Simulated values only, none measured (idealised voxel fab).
process module | voxel tone inversion
The cross-section on display is named cut; it measures 220 nm wide, and its cells are 5 nm squares.
When this document writes out a cross-section, it uses a grid of square cells and lists it as bands, beginning at the top and moving down, with a band standing for one or more rows of cells. Band entry format. Leading values: height of top, height of bottom, nm. Remainder: materials in left-to-right order, each with its width in nm. Special words: "throughout" on a single material, which then fills the band edge to edge; "air", empty space. Below 0: as-received wafer, all one material; heights counted from there. Lowest band: no bottom, goes on down, written "top 0, no bottom". So if you see something like "30->40" for the width, read it as the top row of the band sitting at the first number and the bottom row at the second, with every row in between moving by the same amount as the last. For the purposes of this document, the phrase "remained unchanged" attached to a step denotes that no cell within the cross-section was modified by that step. Closed empty spaces (no open way to the top) of 8 cells or more are what "Enclosed void list" lists, each as width x height at distance from the left edge, nm for all three. Read whatever lies past the settings on a step's line as the simulator's own remark about the step. The optional step-line setting "overlay nm" applies to steps with a mask and quantifies how far to the right of its planned location the mask lay, a negative value indicating leftward placement.
PROCESS STEPS FORESEEN IN THE PLAN
1 RECEIVE with material Si
2 CONFORMAL_DEP with material SiCN, thk nm 10
3 DIRECTIONAL_DEP with material polySi, thk nm 15
4 PATTERN with tone cover, mask id POSTS, material resist, width nm 20, pitch nm 50, thk nm 20, overlay nm 0
5 DIRECTIONAL_ETCH with etch materials polySi, depth nm 15
6 STRIP with etch materials resist
7 FILL_DEP with material SiO2, thk nm 10
8 CMP with height nm 25
9 STRIP with etch materials polySi
10 CONFORMAL_DEP with material TiN, thk nm 5
11 FILL_DEP with material Ru, thk nm 5
12 CMP with height nm 25
13 CONFORMAL_DEP with material SiN, thk nm 5
AS RECEIVED, AFTER STEP 1
top 0, no bottom = Si throughout
Enclosed void list: none
POST-MODULE CROSS-SECTION: IDENTICAL START AND PLAN TO THOSE ABOVE, ONE MISSTEP IN EXECUTION
top 30, bottom 25 = SiN throughout
top 25, bottom 15 = SiO2 throughout
top 15, bottom 0 = SiO2 (50), then polySi (20), then SiO2 (30), then polySi (20), then SiO2 (30), then polySi (20), then SiO2 (50)
top 0, no bottom = Si throughout
Enclosed void list: none
Short version of what went wrong: the plan's step 2 went unexecuted, having been skipped
